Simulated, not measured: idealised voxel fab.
process module | voxel capacitor over wiring
cross-section cut | 215 nm wide | cells 5 nm
A cross-section is a grid of square cells, given in bands from the top down. A band is one or more rows of cells.
Each band's line starts with the height of the band's top and of its bottom, in nm. Then come its materials from left to right, each with its width in nm. One material with "throughout" fills the band from edge to edge. "air" is empty space.
Height 0 is the level under which the wafer as received is all one material. The lowest band goes on downwards, as in "0 down".
A width such as "30 to 40" changes by the same amount from each row of cells to the next, from the band's top row to its bottom row.
"no change" after a step means that no cell of the cross-section changed.
closed voids: empty space of 8 cells or more with no open way to the top, each as width x height at its distance from the left edge, in nm
after a step's settings: what the simulator itself notes on the step
overlay nm, on a step with a mask: how far to the right of its planned place the mask lay; to the left if negative
plan
1 op RECEIVE | material Si
2 op CONFORMAL_DEP | material SiO2 | thk nm 10
3 op DIRECTIONAL_DEP | material TiN | thk nm 5
4 op DIRECTIONAL_DEP | material Ru | thk nm 20
5 op DIRECTIONAL_DEP | material aC | thk nm 15
6 op PATTERN | tone cover | mask id METAL_1 | material resist | width nm 30 | pitch nm 95 | thk nm 30 | overlay nm 0
7 op DIRECTIONAL_ETCH | etch materials aC | depth nm 15
8 op STRIP | etch materials resist
9 op DIRECTIONAL_ETCH | etch materials Ru | depth nm 20
10 op DIRECTIONAL_ETCH | etch materials TiN | depth nm 5
11 op STRIP | etch materials aC
12 op CONFORMAL_DEP | material SiN | thk nm 5
13 op FILL_DEP | material lowk | thk nm 10
14 op CMP | height nm 35
15 op CONFORMAL_DEP | material SiCN | thk nm 5
16 op DIRECTIONAL_DEP | material SiO2 | thk nm 20
17 op MASKED_ETCH | tone open | mask id PLUG_1 | width nm 15 | etch materials SiO2 | depth nm 20 | overlay nm 0
18 op MASKED_ETCH | tone open | mask id PLUG_1 | width nm 15 | etch materials SiCN | depth nm 5 | overlay nm 0
19 op CONFORMAL_DEP | material TiN | thk nm 5
20 op FILL_DEP | material Ru | thk nm 5
21 op CMP | height nm 60
22 op DIRECTIONAL_DEP | material TiN | thk nm 5
23 op DIRECTIONAL_DEP | material HfO2 | thk nm 5
24 op DIRECTIONAL_DEP | material TiN | thk nm 5
25 op PATTERN | tone cover | mask id UPPER_PLATE | material resist | width nm 70 | thk nm 15 | overlay nm 0
26 op DIRECTIONAL_ETCH | etch materials TiN | depth nm 5
27 op DIRECTIONAL_ETCH | etch materials HfO2 | depth nm 5
28 op STRIP | etch materials resist
29 op PATTERN | tone cover | mask id LOWER_PLATE | material resist | width nm 80 | thk nm 20 | overlay nm 0
30 op DIRECTIONAL_ETCH | etch materials TiN | depth nm 5
31 op STRIP | etch materials resist
32 op FILL_DEP | material SiO2 | thk nm 20
33 op CMP | height nm 90
34 op PATTERN | tone open | mask id PLUG_2 | material resist | width nm 15 | thk nm 20 | overlay nm 0
35 op DIRECTIONAL_ETCH | etch materials SiO2 | depth nm 15
36 op STRIP | etch materials resist
37 op CONFORMAL_DEP | material TiN | thk nm 5
38 op FILL_DEP | material Cu | thk nm 10
39 op CMP | height nm 90
40 op CONFORMAL_DEP | material SiCN | thk nm 5
first wafer, as planned
as received, after step 1
  0 down: Si throughout
  closed voids: none
after step 2
  10 to 0: SiO2 throughout
  below 0: unchanged
after step 3
  15 to 10: TiN throughout
  below 10: unchanged
after step 4
  35 to 15: Ru throughout
  below 15: unchanged
after step 5
  50 to 35: aC throughout
  below 35: unchanged
after step 6
  80 to 50: air 45 | resist 30 | air 65 | resist 30 | air 45
  below 50: unchanged
after step 7
  65 to 50: air 45 | resist 30 | air 65 | resist 30 | air 45
  50 to 35: air 45 | aC 30 | air 65 | aC 30 | air 45
  below 35: unchanged
after step 8
  50 to 35: air 45 | aC 30 | air 65 | aC 30 | air 45
  below 35: unchanged
after step 9
  50 to 35: air 45 | aC 30 | air 65 | aC 30 | air 45
  35 to 15: air 45 | Ru 30 | air 65 | Ru 30 | air 45
  below 15: unchanged
after step 10
  50 to 35: air 45 | aC 30 | air 65 | aC 30 | air 45
  35 to 15: air 45 | Ru 30 | air 65 | Ru 30 | air 45
  15 to 10: air 45 | TiN 30 | air 65 | TiN 30 | air 45
  below 10: unchanged
after step 11
  35 to 15: air 45 | Ru 30 | air 65 | Ru 30 | air 45
  below 15: unchanged
after step 12
  40 to 35: air 40 | SiN 40 | air 55 | SiN 40 | air 40
  35 to 15: air 40 | SiN 5 | Ru 30 | SiN 5 | air 55 | SiN 5 | Ru 30 | SiN 5 | air 40
  15 to 10: SiN 45 | TiN 30 | SiN 65 | TiN 30 | SiN 45
  below 10: unchanged
after step 13
  50 to 40: lowk throughout
  40 to 35: lowk 40 | SiN 40 | lowk 55 | SiN 40 | lowk 40
  35 to 15: lowk 40 | SiN 5 | Ru 30 | SiN 5 | lowk 55 | SiN 5 | Ru 30 | SiN 5 | lowk 40
  below 15: unchanged
after step 14
  35 to 15: lowk 40 | SiN 5 | Ru 30 | SiN 5 | lowk 55 | SiN 5 | Ru 30 | SiN 5 | lowk 40
  below 15: unchanged
after step 15
  40 to 35: SiCN throughout
  below 35: unchanged
after step 16
  60 to 40: SiO2 throughout
  below 40: unchanged
after step 17
  60 to 40: SiO2 60 | air 15 | SiO2 140
  below 40: unchanged
after step 18
  60 to 40: SiO2 60 | air 15 | SiO2 140
  40 to 35: SiCN 60 | air 15 | SiCN 140
  below 35: unchanged
after step 19
  65 to 60: TiN 65 | air 5 | TiN 145
  60 to 40: SiO2 60 | TiN 5 | air 5 | TiN 5 | SiO2 140
  40 to 35: SiCN 60 | TiN 15 | SiCN 140
  below 35: unchanged
after step 20
  70 to 65: Ru throughout
  65 to 60: TiN 65 | Ru 5 | TiN 145
  60 to 40: SiO2 60 | TiN 5 | Ru 5 | TiN 5 | SiO2 140
  below 40: unchanged
after step 21
  60 to 40: SiO2 60 | TiN 5 | Ru 5 | TiN 5 | SiO2 140
  below 40: unchanged
after step 22
  65 to 60: TiN throughout
  below 60: unchanged
after step 23
  70 to 65: HfO2 throughout
  below 65: unchanged
after step 24
  75 to 70: TiN throughout
  below 70: unchanged
after step 25
  90 to 75: air 60 | resist 70 | air 85
  below 75: unchanged
after step 26
  90 to 75: air 60 | resist 70 | air 85
  75 to 70: air 60 | TiN 70 | air 85
  below 70: unchanged
after step 27
  90 to 75: air 60 | resist 70 | air 85
  75 to 70: air 60 | TiN 70 | air 85
  70 to 65: air 60 | HfO2 70 | air 85
  below 65: unchanged
after step 28
  75 to 70: air 60 | TiN 70 | air 85
  below 70: unchanged
after step 29
  95 to 75: air 55 | resist 80 | air 80
  75 to 70: air 55 | resist 5 | TiN 70 | resist 5 | air 80
  70 to 65: air 55 | resist 5 | HfO2 70 | resist 5 | air 80
  below 65: unchanged
after step 30
  95 to 75: air 55 | resist 80 | air 80
  75 to 70: air 55 | resist 5 | TiN 70 | resist 5 | air 80
  70 to 65: air 55 | resist 5 | HfO2 70 | resist 5 | air 80
  65 to 60: air 55 | TiN 80 | air 80
  below 60: unchanged
after step 31
  75 to 70: air 60 | TiN 70 | air 85
  70 to 65: air 60 | HfO2 70 | air 85
  below 65: unchanged
after step 32
  95 to 75: SiO2 throughout
  75 to 70: SiO2 60 | TiN 70 | SiO2 85
  70 to 65: SiO2 60 | HfO2 70 | SiO2 85
  65 to 60: SiO2 55 | TiN 80 | SiO2 80
  below 60: unchanged
after step 33
  90 to 75: SiO2 throughout
  below 75: unchanged
after step 34
  110 to 90: resist 70 | air 15 | resist 130
  below 90: unchanged
after step 35
  110 to 90: resist 70 | air 15 | resist 130
  90 to 75: SiO2 70 | air 15 | SiO2 130
  below 75: unchanged
after step 36
  90 to 75: SiO2 70 | air 15 | SiO2 130
  below 75: unchanged
after step 37
  95 to 90: TiN 75 | air 5 | TiN 135
  90 to 80: SiO2 70 | TiN 5 | air 5 | TiN 5 | SiO2 130
  80 to 70: SiO2 70 to 60 | TiN 15 to 70 | SiO2 130 to 85
  below 70: unchanged
after step 38
  105 to 95: Cu throughout
  95 to 90: TiN 75 | Cu 5 | TiN 135
  90 to 80: SiO2 70 | TiN 5 | Cu 5 | TiN 5 | SiO2 130
  below 80: unchanged
after step 39
  90 to 80: SiO2 70 | TiN 5 | Cu 5 | TiN 5 | SiO2 130
  below 80: unchanged
after step 40
  95 to 90: SiCN throughout
  below 90: unchanged
second wafer: like start, like plan, one mistake. Through step 14 it matches the first wafer
when step 15 should have ended
  55 to 35: SiO2 throughout
  below 35: unchanged
when step 16 should have ended
  60 to 55: SiCN throughout
  below 55: unchanged
when step 17 should have ended: no change
when step 18 should have ended
  60 to 55: SiCN 60 | air 15 | SiCN 140
  below 55: unchanged
when step 19 should have ended
  65 to 60: TiN 65 | air 5 | TiN 145
  60 to 55: SiCN 60 | TiN 15 | SiCN 140
  below 55: unchanged
when step 20 should have ended
  70 to 65: Ru throughout
  65 to 60: TiN 65 | Ru 5 | TiN 145
  below 60: unchanged
when step 21 should have ended
  60 to 55: SiCN 60 | TiN 15 | SiCN 140
  below 55: unchanged
when step 22 should have ended
  65 to 60: TiN throughout
  below 60: unchanged
when step 23 should have ended
  70 to 65: HfO2 throughout
  below 65: unchanged
when step 24 should have ended
  75 to 70: TiN throughout
  below 70: unchanged
when step 25 should have ended
  90 to 75: air 60 | resist 70 | air 85
  below 75: unchanged
when step 26 should have ended
  90 to 75: air 60 | resist 70 | air 85
  75 to 70: air 60 | TiN 70 | air 85
  below 70: unchanged
when step 27 should have ended
  90 to 75: air 60 | resist 70 | air 85
  75 to 70: air 60 | TiN 70 | air 85
  70 to 65: air 60 | HfO2 70 | air 85
  below 65: unchanged
when step 28 should have ended
  75 to 70: air 60 | TiN 70 | air 85
  below 70: unchanged
when step 29 should have ended
  95 to 75: air 55 | resist 80 | air 80
  75 to 70: air 55 | resist 5 | TiN 70 | resist 5 | air 80
  70 to 65: air 55 | resist 5 | HfO2 70 | resist 5 | air 80
  below 65: unchanged
when step 30 should have ended
  95 to 75: air 55 | resist 80 | air 80
  75 to 70: air 55 | resist 5 | TiN 70 | resist 5 | air 80
  70 to 65: air 55 | resist 5 | HfO2 70 | resist 5 | air 80
  65 to 60: air 55 | TiN 80 | air 80
  below 60: unchanged
when step 31 should have ended
  75 to 70: air 60 | TiN 70 | air 85
  70 to 65: air 60 | HfO2 70 | air 85
  below 65: unchanged
when step 32 should have ended
  95 to 75: SiO2 throughout
  75 to 70: SiO2 60 | TiN 70 | SiO2 85
  70 to 65: SiO2 60 | HfO2 70 | SiO2 85
  65 to 60: SiO2 55 | TiN 80 | SiO2 80
  below 60: unchanged
when step 33 should have ended
  90 to 75: SiO2 throughout
  below 75: unchanged
when step 34 should have ended
  110 to 90: resist 70 | air 15 | resist 130
  below 90: unchanged
when step 35 should have ended
  110 to 90: resist 70 | air 15 | resist 130
  90 to 75: SiO2 70 | air 15 | SiO2 130
  below 75: unchanged
when step 36 should have ended
  90 to 75: SiO2 70 | air 15 | SiO2 130
  below 75: unchanged
when step 37 should have ended
  95 to 90: TiN 75 | air 5 | TiN 135
  90 to 80: SiO2 70 | TiN 5 | air 5 | TiN 5 | SiO2 130
  80 to 70: SiO2 70 to 60 | TiN 15 to 70 | SiO2 130 to 85
  below 70: unchanged
when step 38 should have ended
  105 to 95: Cu throughout
  95 to 90: TiN 75 | Cu 5 | TiN 135
  90 to 80: SiO2 70 | TiN 5 | Cu 5 | TiN 5 | SiO2 130
  below 80: unchanged
when step 39 should have ended
  90 to 80: SiO2 70 | TiN 5 | Cu 5 | TiN 5 | SiO2 130
  below 80: unchanged
when step 40 should have ended
  95 to 90: SiCN throughout
  below 90: unchanged
what went wrong: steps 15 and 16 were swapped
at the end the second wafer has, in cells: 4 fewer of Ru | 12 more of SiO2 | 8 fewer of TiN
